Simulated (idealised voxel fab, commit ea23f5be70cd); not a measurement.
process module | voxel transistor to metal
cross-section cut | 210 nm wide | cells 5 nm
A cross-section is a grid of square cells, given in bands from the top down. A band is one or more rows of cells.
Each band's line starts with the height of the band's top and of its bottom, in nm. Then come its materials from left to right, each with its width in nm. One material with "throughout" fills the band from edge to edge. "air" is empty space.
Height 0 is the level under which the wafer as received is all one material. The lowest band goes on downwards, as in "0 down".
A width such as "30 to 40" changes by the same amount from each row of cells to the next, from the band's top row to its bottom row.
"no change" after a step means that no cell of the cross-section changed.
closed voids: empty space of 8 cells or more with no open way to the top, each as width x height at its distance from the left edge, in nm
after a step's settings: what the simulator itself notes on the step
overlay nm, on a step with a mask: how far to the right of its planned place the mask lay; to the left if negative
plan
1 op RECEIVE | material Si
2 op CONFORMAL_DEP | material SiO2 | thk nm 5
3 op CONFORMAL_DEP | material SiN | thk nm 10
4 op DIRECTIONAL_DEP | material aC | thk nm 10
5 op PATTERN | tone cover | mask id ACTIVE | material resist | width nm 105 | thk nm 25 | overlay nm 0
6 op DIRECTIONAL_ETCH | etch materials aC | depth nm 10
7 op STRIP | etch materials resist
8 op DIRECTIONAL_ETCH | etch materials SiN | depth nm 10
9 op DIRECTIONAL_ETCH | etch materials SiO2 | depth nm 5
10 op DIRECTIONAL_ETCH | etch materials Si | depth nm 30
11 op STRIP | etch materials aC
12 op FILL_DEP | material SiO2 | thk nm 15
13 op CMP | height nm 15
14 op SELECTIVE_ETCH | etch materials SiO2 | depth nm 5
15 op STRIP | etch materials SiN
16 op SELECTIVE_ETCH | etch materials SiO2 | depth nm 5
17 op OXIDIZE | depth nm 5
18 op DIRECTIONAL_DEP | material polySi | thk nm 20
19 op DIRECTIONAL_DEP | material SiCN | thk nm 10
20 op DIRECTIONAL_DEP | material aC | thk nm 10
21 op PATTERN | tone cover | mask id GATE | material resist | width nm 15 | thk nm 30 | overlay nm 0
22 op DIRECTIONAL_ETCH | etch materials aC | depth nm 10
23 op STRIP | etch materials resist
24 op DIRECTIONAL_ETCH | etch materials SiCN | depth nm 20
25 op DIRECTIONAL_ETCH | etch materials polySi | depth nm 30
26 op STRIP | etch materials aC
27 op CONFORMAL_DEP | material SiN | thk nm 5
28 op DIRECTIONAL_ETCH | etch materials SiN | depth nm 5
29 op DIRECTIONAL_ETCH | etch materials SiO2 | depth nm 5
30 op EPI | material pSi | thk nm 5
31 op FILL_DEP | material SiO2 | thk nm 10
32 op CMP | height nm 30
33 op DIRECTIONAL_DEP | material SiO2 | thk nm 15
34 op PATTERN | tone open | mask id CONTACT | material resist | width nm 30 | pitch nm 55 | thk nm 20 | overlay nm 0
35 op DIRECTIONAL_ETCH | etch materials SiO2 | depth nm 45
36 op STRIP | etch materials resist
37 op CONFORMAL_DEP | material TiN | thk nm 5
38 op FILL_DEP | material W | thk nm 5
39 op CMP | height nm 45
40 op DIRECTIONAL_DEP | material TiN | thk nm 5
41 op DIRECTIONAL_DEP | material W | thk nm 25
42 op DIRECTIONAL_DEP | material aC | thk nm 15
43 op PATTERN | tone cover | mask id METAL_1 | material resist | width nm 15 | pitch nm 70 | thk nm 35 | overlay nm 0
44 op DIRECTIONAL_ETCH | etch materials aC | depth nm 15
45 op STRIP | etch materials resist
46 op DIRECTIONAL_ETCH | etch materials W | depth nm 25
47 op DIRECTIONAL_ETCH | etch materials TiN | depth nm 5
48 op STRIP | etch materials aC
49 op FILL_DEP | material SiO2 | thk nm 10
50 op CMP | height nm 75
51 op CONFORMAL_DEP | material SiN | thk nm 5
first wafer, as planned
as received, after step 1
  0 down: Si throughout
  closed voids: none
after step 2
  5 to 0: SiO2 throughout
  below 0: unchanged
after step 3
  15 to 5: SiN throughout
  below 5: unchanged
after step 4
  25 to 15: aC throughout
  below 15: unchanged
after step 5
  50 to 25: air 50 | resist 105 | air 55
  below 25: unchanged
after step 6
  40 to 25: air 50 | resist 105 | air 55
  25 to 15: air 50 | aC 105 | air 55
  below 15: unchanged
after step 7
  25 to 15: air 50 | aC 105 | air 55
  below 15: unchanged
after step 8
  25 to 15: air 50 | aC 105 | air 55
  15 to 5: air 50 | SiN 105 | air 55
  below 5: unchanged
after step 9
  25 to 15: air 50 | aC 105 | air 55
  15 to 5: air 50 | SiN 105 | air 55
  5 to 0: air 50 | SiO2 105 | air 55
  below 0: unchanged
after step 10
  25 to 15: air 50 | aC 105 | air 55
  15 to 5: air 50 | SiN 105 | air 55
  5 to 0: air 50 | SiO2 105 | air 55
  0 to -30: air 50 | Si 105 | air 55
  below -30: unchanged
after step 11
  15 to 5: air 50 | SiN 105 | air 55
  below 5: unchanged
after step 12
  30 to 15: SiO2 throughout
  15 to 5: SiO2 50 | SiN 105 | SiO2 55
  5 to 0: SiO2 throughout
  0 to -30: SiO2 50 | Si 105 | SiO2 55
  below -30: unchanged
after step 13
  15 to 5: SiO2 50 | SiN 105 | SiO2 55
  below 5: unchanged
after step 14
  15 to 10: air 50 | SiN 105 | air 55
  below 10: unchanged
after step 15
  10 to 5: SiO2 50 | air 105 | SiO2 55
  below 5: unchanged
after step 16
  5 to 0: SiO2 45 | air 115 | SiO2 50
  below 0: unchanged
after step 17
  5 to 0: SiO2 45 | air 115 | SiO2 50
  0 to -5: SiO2 throughout
  below -5: unchanged
after step 18
  25 to 20: polySi 45 | air 115 | polySi 50
  20 to 5: polySi throughout
  5 to 0: SiO2 45 | polySi 115 | SiO2 50
  below 0: unchanged
after step 19
  35 to 30: SiCN 45 | air 115 | SiCN 50
  30 to 25: SiCN throughout
  25 to 20: polySi 45 | SiCN 115 | polySi 50
  below 20: unchanged
after step 20
  45 to 40: aC 45 | air 115 | aC 50
  40 to 35: aC throughout
  35 to 30: SiCN 45 | aC 115 | SiCN 50
  below 30: unchanged
after step 21
  75 to 45: air 95 | resist 15 | air 100
  45 to 40: aC 45 | air 50 | resist 15 | air 50 | aC 50
  below 40: unchanged
after step 22
  65 to 40: air 95 | resist 15 | air 100
  40 to 35: air 95 | aC 15 | air 100
  35 to 30: SiCN 45 | air 50 | aC 15 | air 50 | SiCN 50
  below 30: unchanged
after step 23
  40 to 35: air 95 | aC 15 | air 100
  below 35: unchanged
after step 24
  40 to 30: air 95 | aC 15 | air 100
  30 to 25: air 95 | SiCN 15 | air 100
  25 to 20: polySi 45 | air 50 | SiCN 15 | air 50 | polySi 50
  below 20: unchanged
after step 25
  40 to 30: air 95 | aC 15 | air 100
  30 to 20: air 95 | SiCN 15 | air 100
  20 to 5: air 95 | polySi 15 | air 100
  5 to 0: SiO2 45 | air 50 | polySi 15 | air 50 | SiO2 50
  below 0: unchanged
after step 26
  30 to 20: air 95 | SiCN 15 | air 100
  below 20: unchanged
after step 27
  35 to 30: air 90 | SiN 25 | air 95
  30 to 20: air 90 | SiN 5 | SiCN 15 | SiN 5 | air 95
  20 to 10: air 90 | SiN 5 | polySi 15 | SiN 5 | air 95
  10 to 5: SiN 50 | air 40 | SiN 5 | polySi 15 | SiN 5 | air 40 | SiN 55
  5 to 0: SiO2 45 | SiN 50 | polySi 15 | SiN 50 | SiO2 50
  below 0: unchanged
after step 28
  30 to 20: air 90 | SiN 5 | SiCN 15 | SiN 5 | air 95
  20 to 5: air 90 | SiN 5 | polySi 15 | SiN 5 | air 95
  5 to 0: SiO2 45 | SiN 5 | air 40 | SiN 5 | polySi 15 | SiN 5 | air 40 | SiN 5 | SiO2 50
  below 0: unchanged
after step 29
  30 to 20: air 90 | SiN 5 | SiCN 15 | SiN 5 | air 95
  20 to 5: air 90 | SiN 5 | polySi 15 | SiN 5 | air 95
  5 to 0: air 45 | SiN 5 | air 40 | SiN 5 | polySi 15 | SiN 5 | air 40 | SiN 5 | air 50
  0 to -5: SiO2 50 | air 40 | SiO2 25 | air 40 | SiO2 55
  below -5: unchanged
after step 30
  30 to 20: air 90 | SiN 5 | SiCN 15 | SiN 5 | air 95
  20 to 5: air 90 | SiN 5 | polySi 15 | SiN 5 | air 95
  5 to 0: air 45 | SiN 5 | air 40 | SiN 5 | polySi 15 | SiN 5 | air 40 | SiN 5 | air 50
  0 to -5: SiO2 50 | pSi 40 | SiO2 25 | pSi 40 | SiO2 55
  below -5: unchanged
after step 31
  40 to 30: SiO2 throughout
  30 to 20: SiO2 90 | SiN 5 | SiCN 15 | SiN 5 | SiO2 95
  20 to 5: SiO2 90 | SiN 5 | polySi 15 | SiN 5 | SiO2 95
  5 to 0: SiO2 45 | SiN 5 | SiO2 40 | SiN 5 | polySi 15 | SiN 5 | SiO2 40 | SiN 5 | SiO2 50
  below 0: unchanged
after step 32
  30 to 20: SiO2 90 | SiN 5 | SiCN 15 | SiN 5 | SiO2 95
  below 20: unchanged
after step 33
  45 to 30: SiO2 throughout
  below 30: unchanged
after step 34
  65 to 45: resist 60 | air 30 | resist 25 | air 30 | resist 65
  below 45: unchanged
after step 35
  65 to 45: resist 60 | air 30 | resist 25 | air 30 | resist 65
  45 to 30: SiO2 60 | air 30 | SiO2 25 | air 30 | SiO2 65
  30 to 20: SiO2 60 | air 30 | SiN 5 | SiCN 15 | SiN 5 | air 30 | SiO2 65
  20 to 5: SiO2 60 | air 30 | SiN 5 | polySi 15 | SiN 5 | air 30 | SiO2 65
  5 to 0: SiO2 45 | SiN 5 | SiO2 10 | air 30 | SiN 5 | polySi 15 | SiN 5 | air 30 | SiO2 10 | SiN 5 | SiO2 50
  below 0: unchanged
after step 36
  45 to 30: SiO2 60 | air 30 | SiO2 25 | air 30 | SiO2 65
  below 30: unchanged
after step 37
  50 to 45: TiN 65 | air 20 | TiN 35 | air 20 | TiN 70
  45 to 30: SiO2 60 | TiN 5 | air 20 | TiN 5 | SiO2 25 | TiN 5 | air 20 | TiN 5 | SiO2 65
  30 to 20: SiO2 60 | TiN 5 | air 20 | TiN 5 | SiN 5 | SiCN 15 | SiN 5 | TiN 5 | air 20 | TiN 5 | SiO2 65
  20 to 5: SiO2 60 | TiN 5 | air 20 | TiN 5 | SiN 5 | polySi 15 | SiN 5 | TiN 5 | air 20 | TiN 5 | SiO2 65
  5 to 0: SiO2 45 | SiN 5 | SiO2 10 | TiN 30 | SiN 5 | polySi 15 | SiN 5 | TiN 30 | SiO2 10 | SiN 5 | SiO2 50
  below 0: unchanged
after step 38
  55 to 50: W throughout
  50 to 45: TiN 65 | W 20 | TiN 35 | W 20 | TiN 70
  45 to 30: SiO2 60 | TiN 5 | W 20 | TiN 5 | SiO2 25 | TiN 5 | W 20 | TiN 5 | SiO2 65
  30 to 20: SiO2 60 | TiN 5 | W 20 | TiN 5 | SiN 5 | SiCN 15 | SiN 5 | TiN 5 | W 20 | TiN 5 | SiO2 65
  20 to 5: SiO2 60 | TiN 5 | W 20 | TiN 5 | SiN 5 | polySi 15 | SiN 5 | TiN 5 | W 20 | TiN 5 | SiO2 65
  below 5: unchanged
after step 39
  45 to 30: SiO2 60 | TiN 5 | W 20 | TiN 5 | SiO2 25 | TiN 5 | W 20 | TiN 5 | SiO2 65
  below 30: unchanged
after step 40
  50 to 45: TiN throughout
  below 45: unchanged
after step 41
  75 to 50: W throughout
  below 50: unchanged
after step 42
  90 to 75: aC throughout
  below 75: unchanged
after step 43
  125 to 90: air 60 | resist 15 | air 55 | resist 15 | air 65
  below 90: unchanged
after step 44
  110 to 90: air 60 | resist 15 | air 55 | resist 15 | air 65
  90 to 75: air 60 | aC 15 | air 55 | aC 15 | air 65
  below 75: unchanged
after step 45
  90 to 75: air 60 | aC 15 | air 55 | aC 15 | air 65
  below 75: unchanged
after step 46
  90 to 75: air 60 | aC 15 | air 55 | aC 15 | air 65
  75 to 50: air 60 | W 15 | air 55 | W 15 | air 65
  below 50: unchanged
after step 47
  90 to 75: air 60 | aC 15 | air 55 | aC 15 | air 65
  75 to 50: air 60 | W 15 | air 55 | W 15 | air 65
  50 to 45: air 60 | TiN 15 | air 55 | TiN 15 | air 65
  below 45: unchanged
after step 48
  75 to 50: air 60 | W 15 | air 55 | W 15 | air 65
  below 50: unchanged
after step 49
  85 to 75: SiO2 throughout
  75 to 50: SiO2 60 | W 15 | SiO2 55 | W 15 | SiO2 65
  50 to 45: SiO2 60 | TiN 15 | SiO2 55 | TiN 15 | SiO2 65
  below 45: unchanged
after step 50
  75 to 50: SiO2 60 | W 15 | SiO2 55 | W 15 | SiO2 65
  below 50: unchanged
after step 51
  80 to 75: SiN throughout
  below 75: unchanged
second wafer: like start, like plan, one mistake. Through step 40 it matches the first wafer
when step 41 should have ended
  70 to 50: W throughout
  below 50: unchanged
when step 42 should have ended
  85 to 70: aC throughout
  below 70: unchanged
when step 43 should have ended
  120 to 85: air 60 | resist 15 | air 55 | resist 15 | air 65
  below 85: unchanged
when step 44 should have ended
  105 to 85: air 60 | resist 15 | air 55 | resist 15 | air 65
  85 to 70: air 60 | aC 15 | air 55 | aC 15 | air 65
  below 70: unchanged
when step 45 should have ended
  85 to 70: air 60 | aC 15 | air 55 | aC 15 | air 65
  below 70: unchanged
when step 46 should have ended
  85 to 70: air 60 | aC 15 | air 55 | aC 15 | air 65
  70 to 50: air 60 | W 15 | air 55 | W 15 | air 65
  below 50: unchanged
when step 47 should have ended
  85 to 70: air 60 | aC 15 | air 55 | aC 15 | air 65
  70 to 50: air 60 | W 15 | air 55 | W 15 | air 65
  50 to 45: air 60 | TiN 15 | air 55 | TiN 15 | air 65
  below 45: unchanged
when step 48 should have ended
  70 to 50: air 60 | W 15 | air 55 | W 15 | air 65
  below 50: unchanged
when step 49 should have ended
  80 to 70: SiO2 throughout
  70 to 50: SiO2 60 | W 15 | SiO2 55 | W 15 | SiO2 65
  50 to 45: SiO2 60 | TiN 15 | SiO2 55 | TiN 15 | SiO2 65
  below 45: unchanged
when step 50 should have ended
  75 to 70: SiO2 throughout
  below 70: unchanged
when step 51 should have ended
  80 to 75: SiN throughout
  below 75: unchanged
what went wrong: step 41 ran as: op DIRECTIONAL_DEP | material W | thk nm 20
at the end the second wafer has, in cells: 6 more of SiO2 | 6 fewer of W
